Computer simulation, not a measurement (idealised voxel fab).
Presented below is a process module, voxel wiring stack.
For reference, the cross-section in this document is cut, with width 240 nm and square cells of 5 nm.
A cross-section in this document is a grid of square cells, and it is written down as bands, the top band listed before the ones below it; a band is made up of one or more rows of cells.
Heights first: top, then bottom, in nm. Then materials, left to right, each with a width in nm. "all across" on a single material: fills the band edge to edge. "blank": empty space.
Note: height 0 marks the level under which the wafer is uniformly one material as received. Lowest band unbounded below, written "0 nm and below".
Per-row width for "30..40": begins at first number (top row of band), ends at second number (bottom row), increment between rows held constant.
"remained the same" (step): cross-section cells unchanged, all of them.
Empty spaces counting at least 8 cells and having no open way to the top are listed in "Enclosed void listing". The notation width x height at distance is used for each, the distance being from the left edge and all three values in nm.
Formally, on a step line, whatever follows the settings is a remark that the simulator itself makes on the step.
"overlay nm", when on a step's line for a step with a mask, measures how far to the right of its planned place the mask lay; a negative measure means to the left.
### These are the steps we planned for the process
| 1 | RECEIVE (material Si) |
| 2 | CONFORMAL_DEP (material SiO2; thk nm 10) |
| 3 | DIRECTIONAL_DEP (material TiN; thk nm 5) |
| 4 | DIRECTIONAL_DEP (material Ru; thk nm 15) |
| 5 | PATTERN (tone cover; mask id METAL_1; material resist; width nm 25; pitch nm 40; thk nm 15; overlay nm 0) |
| 6 | DIRECTIONAL_ETCH (etch materials Ru; depth nm 15) |
| 7 | DIRECTIONAL_ETCH (etch materials TiN; depth nm 5) |
| 8 | STRIP (etch materials resist) |
| 9 | CONFORMAL_DEP (material SiN; thk nm 5) |
| 10 | FILL_DEP (material SiO2; thk nm 10) |
| 11 | CMP (height nm 30) |
| 12 | CONFORMAL_DEP (material SiCN; thk nm 5) |
| 13 | DIRECTIONAL_DEP (material SiO2; thk nm 35) |
| 14 | MASKED_ETCH (tone open; mask id METAL_2; width nm 25; pitch nm 40; etch materials SiO2; depth nm 20; overlay nm 0) |
| 15 | DIRECTIONAL_DEP (material aC; thk nm 15) |
| 16 | PATTERN (tone open; mask id METAL_2_HOLES; material resist; width nm 15; pitch nm 40; thk nm 30; overlay nm 0) |
| 17 | DIRECTIONAL_ETCH (etch materials aC; depth nm 15) |
| 18 | STRIP (etch materials resist) |
| 19 | DIRECTIONAL_ETCH (etch materials SiO2; depth nm 15) |
| 20 | DIRECTIONAL_ETCH (etch materials SiCN; depth nm 5) |
| 21 | STRIP (etch materials aC) |
| 22 | CONFORMAL_DEP (material TiN; thk nm 5) |
| 23 | FILL_DEP (material Cu; thk nm 10) |
| 24 | CMP (height nm 70) |
| 25 | CONFORMAL_DEP (material SiCN; thk nm 5) |
| 26 | DIRECTIONAL_DEP (material lowk; thk nm 20) |
| 27 | PATTERN (tone open; mask id PLUG_2; material resist; width nm 15; pitch nm 80; thk nm 20; overlay nm 0) |
| 28 | DIRECTIONAL_ETCH (etch materials lowk; depth nm 20) |
| 29 | DIRECTIONAL_ETCH (etch materials SiCN; depth nm 5) |
| 30 | STRIP (etch materials resist) |
| 31 | EPI (material Ru; thk nm 10) |
| 32 | EPI (material Ru; thk nm 10) |
| 33 | EPI (material Ru; thk nm 5) |
| 34 | DIRECTIONAL_DEP (material TiN; thk nm 5) |
| 35 | DIRECTIONAL_DEP (material W; thk nm 15) |
| 36 | PATTERN (tone cover; mask id METAL_3; material resist; width nm 25; pitch nm 40; thk nm 20; overlay nm 0) |
| 37 | DIRECTIONAL_ETCH (etch materials W; depth nm 15) |
| 38 | DIRECTIONAL_ETCH (etch materials TiN; depth nm 5) |
| 39 | STRIP (etch materials resist) |
| 40 | CONFORMAL_DEP (material SiCN; thk nm 5) |
| 41 | FILL_DEP (material SiO2; thk nm 10) |
| 42 | CMP (height nm 115) |
| 43 | CONFORMAL_DEP (material SiCN; thk nm 5) |
### As received (post step 1): cross-section
	0 nm and below = Si all across
	Enclosed void listing: none
### Here's the wafer cut in cross-section after the module, started and planned just like above, except one thing was done wrong in the run
	120 nm to 115 nm = SiCN all across
	115 nm to 100 nm = SiO2=40, then SiCN=5, then W=25, then SiCN=5, then SiO2=5, then SiCN=5, then W=25, then SiCN=5, then SiO2=5, then SiCN=5, then W=25, then SiCN=5, then SiO2=5, then SiCN=5, then W=25, then SiCN=5, then SiO2=45
	100 nm to 95 nm = SiCN=45, then TiN=25, then SiCN=15, then TiN=25, then SiCN=15, then TiN=25, then SiCN=15, then TiN=25, then SiCN=50
	95 nm to 75 nm = lowk=40, then Ru=25, then lowk=55, then Ru=25, then lowk=95
	75 nm to 70 nm = SiCN=40, then Ru=25, then SiCN=55, then Ru=25, then SiCN=95
	70 nm to 55 nm = SiO2=45, then TiN=5, then Cu=15, then TiN=5, then SiO2=15, then TiN=5, then Cu=15, then TiN=5, then SiO2=15, then TiN=5, then Cu=15, then TiN=5, then SiO2=15, then TiN=5, then Cu=15, then TiN=5, then SiO2=50
	55 nm to 50 nm = SiO2=45, then TiN=5, then Cu=5, then TiN=15, then SiO2=15, then TiN=5, then Cu=5, then TiN=15, then SiO2=15, then TiN=5, then Cu=5, then TiN=15, then SiO2=15, then TiN=5, then Cu=5, then TiN=15, then SiO2=50
	50 nm to 35 nm = SiO2=45, then TiN=5, then Cu=5, then TiN=5, then SiO2=25, then TiN=5, then Cu=5, then TiN=5, then SiO2=25, then TiN=5, then Cu=5, then TiN=5, then SiO2=25, then TiN=5, then Cu=5, then TiN=5, then SiO2=60
	35 nm to 30 nm = SiCN=45, then TiN=15, then SiCN=25, then TiN=15, then SiCN=25, then TiN=15, then SiCN=25, then TiN=15, then SiCN=60
	30 nm to 15 nm = SiO2=40, then SiN=5, then Ru=25, then SiN=5, then SiO2=5, then SiN=5, then Ru=25, then SiN=5, then SiO2=5, then SiN=5, then Ru=25, then SiN=5, then SiO2=5, then SiN=5, then Ru=25, then SiN=5, then SiO2=45
	15 nm to 10 nm = SiN=45, then TiN=25, then SiN=15, then TiN=25, then SiN=15, then TiN=25, then SiN=15, then TiN=25, then SiN=50
	10 nm to 0 nm = SiO2 all across
	0 nm and below = Si all across
	Enclosed void listing: none
Error vs. plan: off-plan run, step 27, actual operation and settings PATTERN (tone open; mask id PLUG_2; material resist; width nm 25; pitch nm 80; thk nm 20; overlay nm 0)
